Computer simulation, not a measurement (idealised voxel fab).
Process module name: voxel self aligned contacts
cross-section cut | 225 nm wide | cells 5 nm
Heads up, the way a cross-section reads in here is a grid of square cells, handed over as bands from the top down, with every band being one or more rows of cells.
The band entry comprises the height of the band's top followed by the height of its bottom, expressed in nm, and subsequently the band's materials from left to right, each stated together with its width in nm. Where a single material is marked with the word "all across", that material fills the band from edge to edge. The word "blank" represents empty space.
Counting heights begins at 0, where everything beneath is, in the wafer as received, one material. The lowest band has no bottom; it goes on downwards, as "from 0 down" shows.
Per-row width for "30 to 40": begins at first number (top row of band), ends at second number (bottom row), increment between rows held constant.
It should be understood that the words "remained the same", when stated for a given step, signify that the cross-section underwent no change in any of its cells during that step.
What "Closed internal cavities" gives you is every empty space of 8 cells or more that is cut off from the top. Each appears as width x height at distance, with the distance taken from the left edge and width, height and distance all in nm.
Step line, after settings: the simulator's comment on this step.
The setting "overlay nm" may be written on the line of a step. When the step uses a mask, the value reports how far to the right of the planned place the mask lay, and a negative value reports that it lay to the left.

**The planned process steps are enumerated hereunder**
step 1: RECEIVE | material Si
step 2: OXIDIZE | depth nm 5
step 3: DIRECTIONAL_DEP | material polySi | thk nm 25
step 4: DIRECTIONAL_DEP | material SiN | thk nm 25
step 5: DIRECTIONAL_DEP | material aC | thk nm 10
step 6: PATTERN | tone cover | mask id GATE | material resist | width nm 35 | pitch nm 80 | thk nm 25 | overlay nm 0
step 7: DIRECTIONAL_ETCH | etch materials aC | depth nm 10
step 8: STRIP | etch materials resist
step 9: DIRECTIONAL_ETCH | etch materials SiN | depth nm 25
step 10: DIRECTIONAL_ETCH | etch materials polySi | depth nm 25
step 11: STRIP | etch materials aC
step 12: CONFORMAL_DEP | material SiN | thk nm 10
step 13: DIRECTIONAL_ETCH | etch materials SiN | depth nm 10
step 14: FILL_DEP | material SiO2 | thk nm 15
step 15: CMP | height nm 60
step 16: MASKED_ETCH | tone open | mask id CONTACT | width nm 65 | pitch nm 80 | etch materials SiO2 | depth nm 65 | overlay nm 0
step 17: CONFORMAL_DEP | material TiN | thk nm 5
step 18: FILL_DEP | material W | thk nm 10
step 19: CMP | height nm 60
step 20: CONFORMAL_DEP | material SiCN | thk nm 5

**The first wafer of two, processed as planned**

**Wafer at receipt (post step 1), cross-section**
from 0 down | Si all across
Closed internal cavities: none

**Wafer section view after processing step 2**
from 0 to -5 | SiO2 all across
Beneath the level -5, the cross-section is identical to its previous state.

**Wafer section view after processing step 3**
from 25 to 0 | polySi all across
Beneath the level 0, the cross-section is identical to its previous state.

**Wafer section view after processing step 4**
from 50 to 25 | SiN all across
Beneath the level 25, the cross-section is identical to its previous state.

**Wafer section view after processing step 5**
from 60 to 50 | aC all across
Beneath the level 50, the cross-section is identical to its previous state.

**Wafer section view after processing step 6**
from 85 to 60 | blank=15, resist=35, blank=45, resist=35, blank=45, resist=35, blank=15
Beneath the level 60, the cross-section is identical to its previous state.

**Wafer section view after processing step 7**
from 75 to 60 | blank=15, resist=35, blank=45, resist=35, blank=45, resist=35, blank=15
from 60 to 50 | blank=15, aC=35, blank=45, aC=35, blank=45, aC=35, blank=15
Beneath the level 50, the cross-section is identical to its previous state.

**Wafer section view after processing step 8**
from 60 to 50 | blank=15, aC=35, blank=45, aC=35, blank=45, aC=35, blank=15
Beneath the level 50, the cross-section is identical to its previous state.

**Wafer section view after processing step 9**
from 60 to 50 | blank=15, aC=35, blank=45, aC=35, blank=45, aC=35, blank=15
from 50 to 25 | blank=15, SiN=35, blank=45, SiN=35, blank=45, SiN=35, blank=15
Beneath the level 25, the cross-section is identical to its previous state.

**Wafer section view after processing step 10**
from 60 to 50 | blank=15, aC=35, blank=45, aC=35, blank=45, aC=35, blank=15
from 50 to 25 | blank=15, SiN=35, blank=45, SiN=35, blank=45, SiN=35, blank=15
from 25 to 0 | blank=15, polySi=35, blank=45, polySi=35, blank=45, polySi=35, blank=15
Beneath the level 0, the cross-section is identical to its previous state.

**Wafer section view after processing step 11**
from 50 to 25 | blank=15, SiN=35, blank=45, SiN=35, blank=45, SiN=35, blank=15
Beneath the level 25, the cross-section is identical to its previous state.

**Wafer section view after processing step 12**
from 60 to 25 | blank=5, SiN=55, blank=25, SiN=55, blank=25, SiN=55, blank=5
from 25 to 10 | blank=5, SiN=10, polySi=35, SiN=10, blank=25, SiN=10, polySi=35, SiN=10, blank=25, SiN=10, polySi=35, SiN=10, blank=5
from 10 to 0 | SiN=15, polySi=35, SiN=45, polySi=35, SiN=45, polySi=35, SiN=15
Beneath the level 0, the cross-section is identical to its previous state.

**Wafer section view after processing step 13**
from 50 to 25 | blank=5, SiN=55, blank=25, SiN=55, blank=25, SiN=55, blank=5
from 25 to 0 | blank=5, SiN=10, polySi=35, SiN=10, blank=25, SiN=10, polySi=35, SiN=10, blank=25, SiN=10, polySi=35, SiN=10, blank=5
Beneath the level 0, the cross-section is identical to its previous state.

**Wafer section view after processing step 14**
from 65 to 50 | SiO2 all across
from 50 to 25 | SiO2=5, SiN=55, SiO2=25, SiN=55, SiO2=25, SiN=55, SiO2=5
from 25 to 0 | SiO2=5, SiN=10, polySi=35, SiN=10, SiO2=25, SiN=10, polySi=35, SiN=10, SiO2=25, SiN=10, polySi=35, SiN=10, SiO2=5
Beneath the level 0, the cross-section is identical to its previous state.

**Wafer section view after processing step 15**
from 60 to 50 | SiO2 all across
Beneath the level 50, the cross-section is identical to its previous state.

**Wafer section view after processing step 16**
from 60 to 50 | SiO2=40, blank=65, SiO2=15, blank=65, SiO2=40
from 50 to 25 | SiO2=5, SiN=55, blank=25, SiN=55, blank=25, SiN=55, SiO2=5
from 25 to 0 | SiO2=5, SiN=10, polySi=35, SiN=10, blank=25, SiN=10, polySi=35, SiN=10, blank=25, SiN=10, polySi=35, SiN=10, SiO2=5
from 0 to -5 | SiO2=60, blank=25, SiO2=55, blank=25, SiO2=60
Beneath the level -5, the cross-section is identical to its previous state.

**Wafer section view after processing step 17**
from 65 to 60 | TiN=45, blank=55, TiN=25, blank=55, TiN=45
from 60 to 50 | SiO2=40, TiN=5 to 25, blank=55 to 15, TiN=5 to 25, SiO2=15, TiN=5 to 25, blank=55 to 15, TiN=5 to 25, SiO2=40
from 50 to 25 | SiO2=5, SiN=55, TiN=5, blank=15, TiN=5, SiN=55, TiN=5, blank=15, TiN=5, SiN=55, SiO2=5
from 25 to 0 | SiO2=5, SiN=10, polySi=35, SiN=10, TiN=5, blank=15, TiN=5, SiN=10, polySi=35, SiN=10, TiN=5, blank=15, TiN=5, SiN=10, polySi=35, SiN=10, SiO2=5
from 0 to -5 | SiO2=60, TiN=25, SiO2=55, TiN=25, SiO2=60
Beneath the level -5, the cross-section is identical to its previous state.

**Wafer section view after processing step 18**
from 75 to 65 | W all across
from 65 to 60 | TiN=45, W=55, TiN=25, W=55, TiN=45
from 60 to 50 | SiO2=40, TiN=5 to 25, W=55 to 15, TiN=5 to 25, SiO2=15, TiN=5 to 25, W=55 to 15, TiN=5 to 25, SiO2=40
from 50 to 25 | SiO2=5, SiN=55, TiN=5, W=15, TiN=5, SiN=55, TiN=5, W=15, TiN=5, SiN=55, SiO2=5
from 25 to 0 | SiO2=5, SiN=10, polySi=35, SiN=10, TiN=5, W=15, TiN=5, SiN=10, polySi=35, SiN=10, TiN=5, W=15, TiN=5, SiN=10, polySi=35, SiN=10, SiO2=5
Beneath the level 0, the cross-section is identical to its previous state.

**Wafer section view after processing step 19**
from 60 to 50 | SiO2=40, TiN=5 to 25, W=55 to 15, TiN=5 to 25, SiO2=15, TiN=5 to 25, W=55 to 15, TiN=5 to 25, SiO2=40
Beneath the level 50, the cross-section is identical to its previous state.

**Wafer section view after processing step 20**
from 65 to 60 | SiCN all across
Beneath the level 60, the cross-section is identical to its previous state.

**Second of two: same start, same plan, one run error; steps up to and including 11 match the first**

**Planned end of step 12: second wafer, cross-section**
from 40 to 25 | blank=15, SiN=35, blank=45, SiN=35, blank=45, SiN=35, blank=15
Beneath the level 25, the cross-section is identical to its previous state.

**Planned end of step 13: second wafer, cross-section**
from 50 to 25 | blank=5, SiN=55, blank=25, SiN=55, blank=25, SiN=55, blank=5
from 25 to 10 | blank=5, SiN=10, polySi=35, SiN=10, blank=25, SiN=10, polySi=35, SiN=10, blank=25, SiN=10, polySi=35, SiN=10, blank=5
from 10 to 0 | SiN=15, polySi=35, SiN=45, polySi=35, SiN=45, polySi=35, SiN=15
Beneath the level 0, the cross-section is identical to its previous state.

**Planned end of step 14: second wafer, cross-section**
from 65 to 50 | SiO2 all across
from 50 to 25 | SiO2=5, SiN=55, SiO2=25, SiN=55, SiO2=25, SiN=55, SiO2=5
from 25 to 10 | SiO2=5, SiN=10, polySi=35, SiN=10, SiO2=25, SiN=10, polySi=35, SiN=10, SiO2=25, SiN=10, polySi=35, SiN=10, SiO2=5
Beneath the level 10, the cross-section is identical to its previous state.

**Planned end of step 15: second wafer, cross-section**
from 60 to 50 | SiO2 all across
Beneath the level 50, the cross-section is identical to its previous state.

**Planned end of step 16: second wafer, cross-section**
from 60 to 50 | SiO2=40, blank=65, SiO2=15, blank=65, SiO2=40
from 50 to 25 | SiO2=5, SiN=55, blank=25, SiN=55, blank=25, SiN=55, SiO2=5
from 25 to 10 | SiO2=5, SiN=10, polySi=35, SiN=10, blank=25, SiN=10, polySi=35, SiN=10, blank=25, SiN=10, polySi=35, SiN=10, SiO2=5
Beneath the level 10, the cross-section is identical to its previous state.

**Planned end of step 17: second wafer, cross-section**
from 65 to 60 | TiN=45, blank=55, TiN=25, blank=55, TiN=45
from 60 to 50 | SiO2=40, TiN=5 to 25, blank=55 to 15, TiN=5 to 25, SiO2=15, TiN=5 to 25, blank=55 to 15, TiN=5 to 25, SiO2=40
from 50 to 25 | SiO2=5, SiN=55, TiN=5, blank=15, TiN=5, SiN=55, TiN=5, blank=15, TiN=5, SiN=55, SiO2=5
from 25 to 15 | SiO2=5, SiN=10, polySi=35, SiN=10, TiN=5, blank=15, TiN=5, SiN=10, polySi=35, SiN=10, TiN=5, blank=15, TiN=5, SiN=10, polySi=35, SiN=10, SiO2=5
from 15 to 10 | SiO2=5, SiN=10, polySi=35, SiN=10, TiN=25, SiN=10, polySi=35, SiN=10, TiN=25, SiN=10, polySi=35, SiN=10, SiO2=5
Beneath the level 10, the cross-section is identical to its previous state.

**Planned end of step 18: second wafer, cross-section**
from 75 to 65 | W all across
from 65 to 60 | TiN=45, W=55, TiN=25, W=55, TiN=45
from 60 to 50 | SiO2=40, TiN=5 to 25, W=55 to 15, TiN=5 to 25, SiO2=15, TiN=5 to 25, W=55 to 15, TiN=5 to 25, SiO2=40
from 50 to 25 | SiO2=5, SiN=55, TiN=5, W=15, TiN=5, SiN=55, TiN=5, W=15, TiN=5, SiN=55, SiO2=5
from 25 to 15 | SiO2=5, SiN=10, polySi=35, SiN=10, TiN=5, W=15, TiN=5, SiN=10, polySi=35, SiN=10, TiN=5, W=15, TiN=5, SiN=10, polySi=35, SiN=10, SiO2=5
Beneath the level 15, the cross-section is identical to its previous state.

**Planned end of step 19: second wafer, cross-section**
from 60 to 50 | SiO2=40, TiN=5 to 25, W=55 to 15, TiN=5 to 25, SiO2=15, TiN=5 to 25, W=55 to 15, TiN=5 to 25, SiO2=40
Beneath the level 50, the cross-section is identical to its previous state.

**Planned end of step 20: second wafer, cross-section**
from 65 to 60 | SiCN all across
Beneath the level 60, the cross-section is identical to its previous state.
The plan and the run diverged here: contrary to the plan, steps 12 and 13 were processed in exchanged order
Final cells, second wafer relative to first, materials higher or lower: SiN +24, SiO2 +6, TiN -12, W -18
